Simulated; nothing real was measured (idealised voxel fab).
Herein follows the process module entitled voxel double patterning.
Displayed cross-section: cut, width of 215 nm, square cells sized 5 nm.
When this document writes out a cross-section, it uses a grid of square cells and lists it as bands, beginning at the top and moving down, with a band standing for one or more rows of cells. Basically the band line says how high the top is and how high the bottom is, in nm, and then what's in it from left to right, every material with its width in nm. Empty space shows up as "blank", and if a single material carries "throughout" it runs the full band edge to edge. The reference from which all heights are counted is 0, the level beneath which the as-received wafer is entirely one material; the lowest band, having no lower bound, proceeds downward and is written after the example "0 down". The width entry "30..40" should be interpreted row by row: the top row of cells in the band takes the first number, the bottom row takes the second number, and the change between adjacent rows is uniform throughout. Step note "same as before" = no cross-section cell changed. What "Listed closed voids" gives you is every empty space of 8 cells or more that is cut off from the top. Each appears as width x height at distance, with the distance taken from the left edge and width, height and distance all in nm. What comes after the settings on a step's line is commentary from the simulator itself on that step. overlay nm: on a step with a mask, how far right of its planned place the mask lay; negative means left.

# Listed below are the process steps as planned
step 1: RECEIVE, material Si
step 2: CONFORMAL_DEP, material SiO2, thk nm 10
step 3: DIRECTIONAL_DEP, material polySi, thk nm 10
step 4: DIRECTIONAL_DEP, material SiN, thk nm 5
step 5: DIRECTIONAL_DEP, material aC, thk nm 15
step 6: PATTERN, tone open, mask id FIRST, material resist, width nm 15, pitch nm 50, thk nm 30, overlay nm 0
step 7: DIRECTIONAL_ETCH, etch materials aC, depth nm 15
step 8: STRIP, etch materials resist
step 9: DIRECTIONAL_ETCH, etch materials SiN, depth nm 5
step 10: STRIP, etch materials aC
step 11: MASKED_ETCH, tone open, mask id SECOND, width nm 15, etch materials SiN, depth nm 5, overlay nm 0
step 12: DIRECTIONAL_ETCH, etch materials polySi, depth nm 10
step 13: STRIP, etch materials SiN

# What follows covers the first of two wafers; it ran as planned

# As-received wafer cross-section (after step 1)
  0 down | Si throughout
  Listed closed voids: none

# After step 2: wafer cross-section
  10 to 0 | SiO2 throughout
  Under the height 0 nothing was changed.

# After step 3: wafer cross-section
  20 to 10 | polySi throughout
  Under the height 10 nothing was changed.

# After step 4: wafer cross-section
  25 to 20 | SiN throughout
  Under the height 20 nothing was changed.

# After step 5: wafer cross-section
  40 to 25 | aC throughout
  Under the height 25 nothing was changed.

# After step 6: wafer cross-section
  70 to 40 | resist (75); blank (15); resist (35); blank (15); resist (75)
  Under the height 40 nothing was changed.

# After step 7: wafer cross-section
  55 to 40 | resist (75); blank (15); resist (35); blank (15); resist (75)
  40 to 25 | aC (75); blank (15); aC (35); blank (15); aC (75)
  Under the height 25 nothing was changed.

# After step 8: wafer cross-section
  40 to 25 | aC (75); blank (15); aC (35); blank (15); aC (75)
  Under the height 25 nothing was changed.

# After step 9: wafer cross-section
  40 to 25 | aC (75); blank (15); aC (35); blank (15); aC (75)
  25 to 20 | SiN (75); blank (15); SiN (35); blank (15); SiN (75)
  Under the height 20 nothing was changed.

# After step 10: wafer cross-section
  25 to 20 | SiN (75); blank (15); SiN (35); blank (15); SiN (75)
  Under the height 20 nothing was changed.

# After step 11: wafer cross-section
  25 to 20 | SiN (75); blank (15); SiN (10); blank (15); SiN (10); blank (15); SiN (75)
  Under the height 20 nothing was changed.

# After step 12: wafer cross-section
  25 to 20 | SiN (75); blank (15); SiN (10); blank (15); SiN (10); blank (15); SiN (75)
  20 to 10 | polySi (75); blank (15); polySi (10); blank (15); polySi (10); blank (15); polySi (75)
  Under the height 10 nothing was changed.

# After step 13: wafer cross-section
  20 to 10 | polySi (75); blank (15); polySi (10); blank (15); polySi (10); blank (15); polySi (75)
  Under the height 10 nothing was changed.

# second wafer: like start, like plan, one mistake. Through step 2 it matches the first wafer

# Second wafer, cut view, end of step 3 per plan
  15 to 10 | polySi throughout
  Under the height 10 nothing was changed.

# Second wafer, cut view, end of step 4 per plan
  20 to 15 | SiN throughout
  Under the height 15 nothing was changed.

# Second wafer, cut view, end of step 5 per plan
  35 to 20 | aC throughout
  Under the height 20 nothing was changed.

# Second wafer, cut view, end of step 6 per plan
  65 to 35 | resist (75); blank (15); resist (35); blank (15); resist (75)
  Under the height 35 nothing was changed.

# Second wafer, cut view, end of step 7 per plan
  50 to 35 | resist (75); blank (15); resist (35); blank (15); resist (75)
  35 to 20 | aC (75); blank (15); aC (35); blank (15); aC (75)
  Under the height 20 nothing was changed.

# Second wafer, cut view, end of step 8 per plan
  35 to 20 | aC (75); blank (15); aC (35); blank (15); aC (75)
  Under the height 20 nothing was changed.

# Second wafer, cut view, end of step 9 per plan
  35 to 20 | aC (75); blank (15); aC (35); blank (15); aC (75)
  20 to 15 | SiN (75); blank (15); SiN (35); blank (15); SiN (75)
  Under the height 15 nothing was changed.

# Second wafer, cut view, end of step 10 per plan
  20 to 15 | SiN (75); blank (15); SiN (35); blank (15); SiN (75)
  Under the height 15 nothing was changed.

# Second wafer, cut view, end of step 11 per plan
  20 to 15 | SiN (75); blank (15); SiN (10); blank (15); SiN (10); blank (15); SiN (75)
  Under the height 15 nothing was changed.

# Second wafer, cut view, end of step 12 per plan
  20 to 15 | SiN (75); blank (15); SiN (10); blank (15); SiN (10); blank (15); SiN (75)
  15 to 10 | polySi (75); blank (15); polySi (10); blank (15); polySi (10); blank (15); polySi (75)
  Under the height 10 nothing was changed.

# Second wafer, cut view, end of step 13 per plan
  15 to 10 | polySi (75); blank (15); polySi (10); blank (15); polySi (10); blank (15); polySi (75)
  Under the height 10 nothing was changed.
Finding, execution versus plan: step 3 did not use the planned setting and instead ran as DIRECTIONAL_DEP, material polySi, thk nm 5
Heads up, by the end the second wafer has more or fewer cells of some materials compared to the first: 34 fewer of polySi
